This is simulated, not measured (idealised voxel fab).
process module | voxel air gaps
Pictured: cross-section cut, 245 nm wide, on a grid of 5 nm square cells.
Cross-section layout: square cells on a grid; listed as bands, top to bottom; a band spans one or more cell rows. The band entry comprises the height of the band's top followed by the height of its bottom, expressed in nm, and subsequently the band's materials from left to right, each stated together with its width in nm. Where a single material is marked with the word "full width", that material fills the band from edge to edge. The word "air" represents empty space. Where do heights start? At 0: under that level the wafer as delivered is made of one material only. And the lowest band has no floor; it just carries on downward, as in "from 0 down". The width entry "30..40" should be interpreted row by row: the top row of cells in the band takes the first number, the bottom row takes the second number, and the change between adjacent rows is uniform throughout. The designation "no change occurred", where it is given for a processing step, indicates that no cell of the cross-section was altered in the course of that step. "Voids, sealed" - sealed voids, min. 8 cells, no opening to top; format: width x height at distance (distance from left edge; nm throughout). Whatever follows a step's settings on its line is a remark the simulator itself makes about that step. A step's line can hold "overlay nm"; with a mask on that step, the setting says how far right of the planned place the mask lay, while a negative setting says it lay to the left.
[plan]
step 1: RECEIVE (material Si)
step 2: CONFORMAL_DEP (material SiO2; thk nm 15)
step 3: CONFORMAL_DEP (material SiN; thk nm 5)
step 4: DIRECTIONAL_DEP (material lowk; thk nm 30)
step 5: DIRECTIONAL_DEP (material aC; thk nm 15)
step 6: PATTERN (tone open; mask id LINES; material resist; width nm 25; pitch nm 55; thk nm 30; overlay nm 0)
step 7: DIRECTIONAL_ETCH (etch materials aC; depth nm 15)
step 8: STRIP (etch materials resist)
step 9: DIRECTIONAL_ETCH (etch materials lowk; depth nm 30)
step 10: STRIP (etch materials aC)
step 11: CONFORMAL_DEP (material TiN; thk nm 5)
step 12: FILL_DEP (material W; thk nm 10)
step 13: CMP (height nm 50)
step 14: EPI (material Ru; thk nm 10)
step 15: SELECTIVE_ETCH (etch materials lowk; depth nm 40)
step 16: CONFORMAL_DEP (material SiN; thk nm 5)
[The first of two wafers, run as planned]
[Shown in cross-section is the wafer as received, that is, as it stands after step 1]
  from 0 down: Si full width
  Voids, sealed: none
[after step 2]
  from 15 to 0: SiO2 full width
  Lower than 0, everything is as it was.
[after step 3]
  from 20 to 15: SiN full width
  Lower than 15, everything is as it was.
[after step 4]
  from 50 to 20: lowk full width
  Lower than 20, everything is as it was.
[after step 5]
  from 65 to 50: aC full width
  Lower than 50, everything is as it was.
[after step 6]
  from 95 to 65: resist 55  air 25  resist 30  air 25  resist 30  air 25  resist 55
  Lower than 65, everything is as it was.
[after step 7]
  from 80 to 65: resist 55  air 25  resist 30  air 25  resist 30  air 25  resist 55
  from 65 to 50: aC 55  air 25  aC 30  air 25  aC 30  air 25  aC 55
  Lower than 50, everything is as it was.
[after step 8]
  from 65 to 50: aC 55  air 25  aC 30  air 25  aC 30  air 25  aC 55
  Lower than 50, everything is as it was.
[after step 9]
  from 65 to 50: aC 55  air 25  aC 30  air 25  aC 30  air 25  aC 55
  from 50 to 20: lowk 55  air 25  lowk 30  air 25  lowk 30  air 25  lowk 55
  Lower than 20, everything is as it was.
[after step 10]
  from 50 to 20: lowk 55  air 25  lowk 30  air 25  lowk 30  air 25  lowk 55
  Lower than 20, everything is as it was.
[after step 11]
  from 55 to 50: TiN 60  air 15  TiN 40  air 15  TiN 40  air 15  TiN 60
  from 50 to 25: lowk 55  TiN 5  air 15  TiN 5  lowk 30  TiN 5  air 15  TiN 5  lowk 30  TiN 5  air 15  TiN 5  lowk 55
  from 25 to 20: lowk 55  TiN 25  lowk 30  TiN 25  lowk 30  TiN 25  lowk 55
  Lower than 20, everything is as it was.
[after step 12]
  from 65 to 55: W full width
  from 55 to 50: TiN 60  W 15  TiN 40  W 15  TiN 40  W 15  TiN 60
  from 50 to 25: lowk 55  TiN 5  W 15  TiN 5  lowk 30  TiN 5  W 15  TiN 5  lowk 30  TiN 5  W 15  TiN 5  lowk 55
  Lower than 25, everything is as it was.
[after step 13]
  from 50 to 25: lowk 55  TiN 5  W 15  TiN 5  lowk 30  TiN 5  W 15  TiN 5  lowk 30  TiN 5  W 15  TiN 5  lowk 55
  Lower than 25, everything is as it was.
[after step 14]
  from 60 to 50: air 45  Ru 45  air 10  Ru 45  air 10  Ru 45  air 45
  Lower than 50, everything is as it was.
[after step 15]
  from 60 to 50: air 45  Ru 45  air 10  Ru 45  air 10  Ru 45  air 45
  from 50 to 25: air 55  TiN 5  W 15  TiN 5  air 30  TiN 5  W 15  TiN 5  air 30  TiN 5  W 15  TiN 5  air 55
  from 25 to 20: air 55  TiN 25  air 30  TiN 25  air 30  TiN 25  air 55
  Lower than 20, everything is as it was.
[after step 16]
  from 65 to 60: air 40  SiN 165  air 40
  from 60 to 50: air 40  SiN 5  Ru 45  SiN 10  Ru 45  SiN 10  Ru 45  SiN 5  air 40
  from 50 to 45: air 40  SiN 15  TiN 5  W 15  TiN 5  SiN 30  TiN 5  W 15  TiN 5  SiN 30  TiN 5  W 15  TiN 5  SiN 15  air 40
  from 45 to 25: air 50  SiN 5  TiN 5  W 15  TiN 5  SiN 5  air 20  SiN 5  TiN 5  W 15  TiN 5  SiN 5  air 20  SiN 5  TiN 5  W 15  TiN 5  SiN 5  air 50
  from 25 to 20: SiN 55  TiN 25  SiN 30  TiN 25  SiN 30  TiN 25  SiN 55
  Lower than 20, everything is as it was.
  Voids, sealed: 20 x 20 at 85; 20 x 20 at 140
[Okay, second wafer. Nothing different at the start, nothing different in the plan, just one mistake somewhere in the running. As far as step 5, counting that step, it's the first wafer all over again]
[Cross-section, second wafer, at the end time the plan gives for step 6]
  from 95 to 65: air 55  resist 25  air 30  resist 25  air 30  resist 25  air 55
  Lower than 65, everything is as it was.
[Cross-section, second wafer, at the end time the plan gives for step 7]
  from 80 to 65: air 55  resist 25  air 30  resist 25  air 30  resist 25  air 55
  from 65 to 50: air 55  aC 25  air 30  aC 25  air 30  aC 25  air 55
  Lower than 50, everything is as it was.
[Cross-section, second wafer, at the end time the plan gives for step 8]
  from 65 to 50: air 55  aC 25  air 30  aC 25  air 30  aC 25  air 55
  Lower than 50, everything is as it was.
[Cross-section, second wafer, at the end time the plan gives for step 9]
  from 65 to 50: air 55  aC 25  air 30  aC 25  air 30  aC 25  air 55
  from 50 to 20: air 55  lowk 25  air 30  lowk 25  air 30  lowk 25  air 55
  Lower than 20, everything is as it was.
[Cross-section, second wafer, at the end time the plan gives for step 10]
  from 50 to 20: air 55  lowk 25  air 30  lowk 25  air 30  lowk 25  air 55
  Lower than 20, everything is as it was.
[Cross-section, second wafer, at the end time the plan gives for step 11]
  from 55 to 50: air 50  TiN 35  air 20  TiN 35  air 20  TiN 35  air 50
  from 50 to 25: air 50  TiN 5  lowk 25  TiN 5  air 20  TiN 5  lowk 25  TiN 5  air 20  TiN 5  lowk 25  TiN 5  air 50
  from 25 to 20: TiN 55  lowk 25  TiN 30  lowk 25  TiN 30  lowk 25  TiN 55
  Lower than 20, everything is as it was.
[Cross-section, second wafer, at the end time the plan gives for step 12]
  from 65 to 55: W full width
  from 55 to 50: W 50  TiN 35  W 20  TiN 35  W 20  TiN 35  W 50
  from 50 to 25: W 50  TiN 5  lowk 25  TiN 5  W 20  TiN 5  lowk 25  TiN 5  W 20  TiN 5  lowk 25  TiN 5  W 50
  Lower than 25, everything is as it was.
[Cross-section, second wafer, at the end time the plan gives for step 13]
  from 50 to 25: W 50  TiN 5  lowk 25  TiN 5  W 20  TiN 5  lowk 25  TiN 5  W 20  TiN 5  lowk 25  TiN 5  W 50
  Lower than 25, everything is as it was.
[Cross-section, second wafer, at the end time the plan gives for step 14]
  from 60 to 50: Ru 65  air 5  Ru 50  air 5  Ru 50  air 5  Ru 65
  Lower than 50, everything is as it was.
[Cross-section, second wafer, at the end time the plan gives for step 15]
  from 60 to 50: Ru 65  air 5  Ru 50  air 5  Ru 50  air 5  Ru 65
  from 50 to 25: W 50  TiN 5  air 25  TiN 5  W 20  TiN 5  air 25  TiN 5  W 20  TiN 5  air 25  TiN 5  W 50
  from 25 to 20: TiN 55  air 25  TiN 30  air 25  TiN 30  air 25  TiN 55
  Lower than 20, everything is as it was.
[Cross-section, second wafer, at the end time the plan gives for step 16]
  from 65 to 60: SiN full width
  from 60 to 50: Ru 65  SiN 5  Ru 50  SiN 5  Ru 50  SiN 5  Ru 65
  from 50 to 45: W 50  TiN 5  SiN 25  TiN 5  W 20  TiN 5  SiN 25  TiN 5  W 20  TiN 5  SiN 25  TiN 5  W 50
  from 45 to 25: W 50  TiN 5  SiN 5  air 15  SiN 5  TiN 5  W 20  TiN 5  SiN 5  air 15  SiN 5  TiN 5  W 20  TiN 5  SiN 5  air 15  SiN 5  TiN 5  W 50
  from 25 to 20: TiN 55  SiN 25  TiN 30  SiN 25  TiN 30  SiN 25  TiN 55
  Lower than 20, everything is as it was.
  Voids, sealed: 15 x 20 at 60; 15 x 20 at 115; 15 x 20 at 170
What broke from the plan during processing? step 6 did not use the planned setting and instead ran as PATTERN (tone cover; mask id LINES; material resist; width nm 25; pitch nm 55; thk nm 30; overlay nm 0)
Wrapping up, a cell-based count of both wafers puts the second over or under the first for these materials: 38 more of Ru; 12 fewer of SiN; 19 more of TiN; 95 more of W
So at the end we're looking at 2 closed voids on the first wafer and 3 on the second.
